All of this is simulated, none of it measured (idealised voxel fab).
voxel gate over fins: a process module
Section shown: cut. Width: 240 nm. Cell size: 5 nm, square.
A cross-section is written here as square cells arranged in a grid, and it is given in bands from the top down, each band taking up one or more rows of cells. Basically the band line says how high the top is and how high the bottom is, in nm, and then what's in it from left to right, every material with its width in nm. Empty space shows up as "blank", and if a single material carries "full width" it runs the full band edge to edge. Where do heights start? At 0: under that level the wafer as delivered is made of one material only. And the lowest band has no floor; it just carries on downward, as in "top 0, no bottom". Graded width ("30 to 40"): value in top row of band = first number; value in bottom row = second number; row-to-row change constant. "no modifications" after a step means that no cell of the cross-section changed. The list in "Closed void register" covers empty spaces of 8 cells or more that cannot reach the top through any open way, and it gives each as width x height at distance; the distance is from the left edge, and width, height and distance are in nm. Post-settings text on a step line: simulator's own remark regarding the step. The "overlay nm" setting may appear on a step's line; for a step that uses a mask, it gives how far to the right of its planned position the mask lay, and a negative value indicates the left.

**The planned process steps are enumerated hereunder**
step 1: RECEIVE | material Si
step 2: CONFORMAL_DEP | material SiN | thk nm 5
step 3: PATTERN | tone cover | mask id FINS | material resist | width nm 15 | pitch nm 60 | thk nm 15 | overlay nm 0
step 4: DIRECTIONAL_ETCH | etch materials SiN | depth nm 5
step 5: DIRECTIONAL_ETCH | etch materials Si | depth nm 35
step 6: STRIP | etch materials resist
step 7: OXIDIZE | depth nm 5
step 8: FILL_DEP | material SiO2 | thk nm 5
step 9: CMP | height nm 5
step 10: MASKED_ETCH | tone open | mask id RAIL | width nm 15 | etch materials SiO2 | depth nm 35 | overlay nm 0
step 11: CONFORMAL_DEP | material TiN | thk nm 5
step 12: FILL_DEP | material W | thk nm 5
step 13: CMP | height nm 5
step 14: SELECTIVE_ETCH | etch materials W Ru TiN | depth nm 25
step 15: FILL_DEP | material SiO2 | thk nm 5
step 16: CMP | height nm 5
step 17: SELECTIVE_ETCH | etch materials SiO2 | depth nm 20
step 18: STRIP | etch materials SiN
step 19: CONFORMAL_DEP | material HfO2 | thk nm 5
step 20: CONFORMAL_DEP | material TiN | thk nm 5
step 21: FILL_DEP | material W | thk nm 15
step 22: CMP | height nm 20
step 23: CONFORMAL_DEP | material SiN | thk nm 5

**Cross-section of the wafer upon arrival, representing the state reached after step 1**
    top 0, no bottom = Si full width
    Closed void register: none

**Final wafer profile in cross-section after the module, from the same start and plan as above, with one mistake made during processing**
    top 25, bottom 20 = SiN full width
    top 20, bottom 10 = W full width
    top 10, bottom 5 = W (45), TiN (25), W (35), TiN (25), W (35), TiN (25), W (50)
    top 5, bottom 0 = W (45), TiN (5), HfO2 (15), TiN (5), W (35), TiN (5), HfO2 (15), TiN (5), W (35), TiN (5), HfO2 (15), TiN (5), W (50)
    top 0, bottom -5 = W (45), TiN (5), HfO2 (5), Si (5), HfO2 (5), TiN (5), W (35), TiN (5), HfO2 (5), Si (5), HfO2 (5), TiN (5), W (35), TiN (5), HfO2 (5), Si (5), HfO2 (5), TiN (5), W (50)
    top -5, bottom -10 = TiN (50), HfO2 (5), Si (5), HfO2 (5), TiN (45), HfO2 (5), Si (5), HfO2 (5), TiN (45), HfO2 (5), Si (5), HfO2 (5), TiN (55)
    top -10, bottom -15 = HfO2 (55), Si (5), HfO2 (55), Si (5), HfO2 (55), Si (5), HfO2 (60)
    top -15, bottom -20 = SiO2 (55), Si (5), SiO2 (55), Si (5), SiO2 (55), Si (5), SiO2 (60)
    top -20, bottom -25 = SiO2 (55), Si (5), SiO2 (30), TiN (5), W (5), TiN (5), SiO2 (10), Si (5), SiO2 (55), Si (5), SiO2 (60)
    top -25, bottom -30 = SiO2 (55), Si (5), SiO2 (30), TiN (15), SiO2 (10), Si (5), SiO2 (55), Si (5), SiO2 (60)
    top -30, bottom -40 = SiO2 (55), Si (5), SiO2 (55), Si (5), SiO2 (55), Si (5), SiO2 (60)
    top -40, no bottom = Si full width
    Closed void register: none
The plan and the run diverged here: off-plan run, step 10, actual operation and settings MASKED_ETCH | tone open | mask id RAIL | width nm 15 | etch materials SiO2 | depth nm 35 | overlay nm 10
